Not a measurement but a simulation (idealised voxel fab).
Name of the process module below: voxel plated lines
For reference, the cross-section in this document is cut, with width 245 nm and square cells of 5 nm.
Reading order for cross-sections: top band down to bottom band. Underlying form: a grid of square cells. Band size: one or more rows of cells. Band: top and bottom heights (nm) first, top before bottom; then materials from left to right, widths in nm. "everywhere" marks a sole material filling the band edge to edge. "blank" denotes empty space. We count height from 0. Below that, the starting wafer is all one material. The lowest band never ends at the bottom but goes on down; see "0 nm and below" for how that is written. Top row gets the first number, bottom row gets the second, and each row in between changes by the same step: that is how a band width like "30..40" works. For the purposes of this document, the phrase "no change" attached to a step denotes that no cell within the cross-section was modified by that step. You'll see "Sealed-off cavities" listing empty spaces that have no way open to the top, as long as they're 8 cells or more; the notation is width x height at distance, where the distance is from the left edge, and all of it is in nm. Heads up: the bit after the settings on a step's line is the simulator's remark on that step. On any step carrying a mask, the "overlay nm" setting, if present on the step's line, tells how far right of its planned place the mask lay; negative values point to the left.

### Planned step list for the process
step 1: op RECEIVE | material Si
step 2: op CONFORMAL_DEP | material SiN | thk nm 15
step 3: op DIRECTIONAL_DEP | material TiN | thk nm 5
step 4: op PATTERN | tone open | mask id LINES | material resist | width nm 15 | pitch nm 35 | thk nm 40 | overlay nm 0
step 5: op EPI | material Ru | thk nm 5
step 6: op EPI | material Ru | thk nm 5
step 7: op EPI | material Ru | thk nm 5
step 8: op STRIP | etch materials resist
step 9: op DIRECTIONAL_ETCH | etch materials TiN | depth nm 5
step 10: op CONFORMAL_DEP | material SiN | thk nm 10

### The cross-section here shows the wafer as received, i.e. in its state after step 1
  0 nm and below  Si everywhere
  Sealed-off cavities: none

### Final cross-section, module run with one mistake (start and plan as above)
  45 nm to 25 nm  blank 70 nm; Ru 105 nm; blank 70 nm
  25 nm to 20 nm  Ru everywhere
  20 nm to 15 nm  Ru 80 nm; TiN 15 nm; Ru 20 nm; TiN 15 nm; Ru 20 nm; TiN 15 nm; Ru 80 nm
  15 nm to 0 nm  SiN everywhere
  0 nm and below  Si everywhere
  Sealed-off cavities: none
The plan and the run diverged here: step 10: run off-plan, actual operation and settings op CONFORMAL_DEP | material Ru | thk nm 10
